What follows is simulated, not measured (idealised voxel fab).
process module | voxel self aligned vias
Displayed cross-section: cut, width of 245 nm, square cells sized 5 nm.
We lay out every cross-section as a grid of square cells and spell it out in bands from the top down, where one band means one or more rows of cells. Heights first: top, then bottom, in nm. Then materials, left to right, each with a width in nm. "edge to edge" on a single material: fills the band edge to edge. "empty": empty space. Height reference: 0 = level under which incoming wafer is all one material. Lowest band: no bottom, runs on downward, e.g. "0 nm and below". Top row gets the first number, bottom row gets the second, and each row in between changes by the same step: that is how a band width like "30 to 40" works. "identical to before" -> step changed no cross-section cell. Enclosed voids (no open way to top), threshold 8 cells or more, entry "Enclosed void listing", notation width x height at distance, distance from left edge, nm. If you see something after the settings on a step's line, that's the simulator's own remark about that step. A step line may carry the setting "overlay nm", which, for steps involving a mask, states the distance by which the mask lay to the right of its intended position; negative values denote displacement to the left.
# Steps in the process plan
1 RECEIVE | material Si
2 CONFORMAL_DEP | material SiO2 | thk nm 10
3 CONFORMAL_DEP | material SiCN | thk nm 5
4 DIRECTIONAL_DEP | material lowk | thk nm 25
5 DIRECTIONAL_DEP | material aC | thk nm 15
6 PATTERN | tone open | mask id LINES | material resist | width nm 25 | pitch nm 60 | thk nm 35 | overlay nm 0
7 DIRECTIONAL_ETCH | etch materials aC | depth nm 15
8 STRIP | etch materials resist
9 DIRECTIONAL_ETCH | etch materials lowk | depth nm 25
10 STRIP | etch materials aC
11 CONFORMAL_DEP | material TiN | thk nm 5
12 FILL_DEP | material W | thk nm 5
13 CMP | height nm 40
14 SELECTIVE_ETCH | etch materials W Ru TiN | depth nm 5
15 FILL_DEP | material SiN | thk nm 10
16 CMP | height nm 40
17 DIRECTIONAL_DEP | material lowk | thk nm 20
18 DIRECTIONAL_DEP | material aC | thk nm 10
19 PATTERN | tone open | mask id VIAS | material resist | width nm 35 | pitch nm 60 | thk nm 25 | overlay nm -15
20 DIRECTIONAL_ETCH | etch materials aC | depth nm 10
21 STRIP | etch materials resist
22 DIRECTIONAL_ETCH | etch materials lowk | depth nm 20
23 DIRECTIONAL_ETCH | etch materials SiN | depth nm 5
24 STRIP | etch materials aC
25 CONFORMAL_DEP | material TiN | thk nm 5
26 FILL_DEP | material Ru | thk nm 10
27 CMP | height nm 60
28 CONFORMAL_DEP | material SiN | thk nm 5
The plan's step 19 overlay nm is the first wafer's value; the wafers differ in this setting and start identical.
# The first of several wafers in cross-section, exactly as it reached us after step 1
  0 nm and below | Si edge to edge
  Enclosed void listing: none
# For your reference, the table is organized with a row per wafer; each row reflects the wafer at the end of the module, indicating for each material the cells gained (+) or lost (-) since receipt, and thereafter its closed voids
overlay nm -15 | +32 Ru | +49 SiCN | +53 SiN | +98 SiO2 | +52 TiN | +18 W | +335 lowk | Enclosed void listing: none
overlay nm -10 | +34 Ru | +49 SiCN | +51 SiN | +98 SiO2 | +52 TiN | +18 W | +335 lowk | Enclosed void listing: none
overlay nm -5 | +36 Ru | +49 SiCN | +49 SiN | +98 SiO2 | +52 TiN | +18 W | +335 lowk | Enclosed void listing: none
overlay nm 0 | +36 Ru | +49 SiCN | +49 SiN | +98 SiO2 | +52 TiN | +18 W | +335 lowk | Enclosed void listing: none
overlay nm 5 | +36 Ru | +49 SiCN | +49 SiN | +98 SiO2 | +52 TiN | +18 W | +335 lowk | Enclosed void listing: none
overlay nm 10 | +34 Ru | +49 SiCN | +51 SiN | +98 SiO2 | +52 TiN | +18 W | +335 lowk | Enclosed void listing: none
overlay nm 15 | +32 Ru | +49 SiCN | +53 SiN | +98 SiO2 | +52 TiN | +18 W | +335 lowk | Enclosed void listing: none
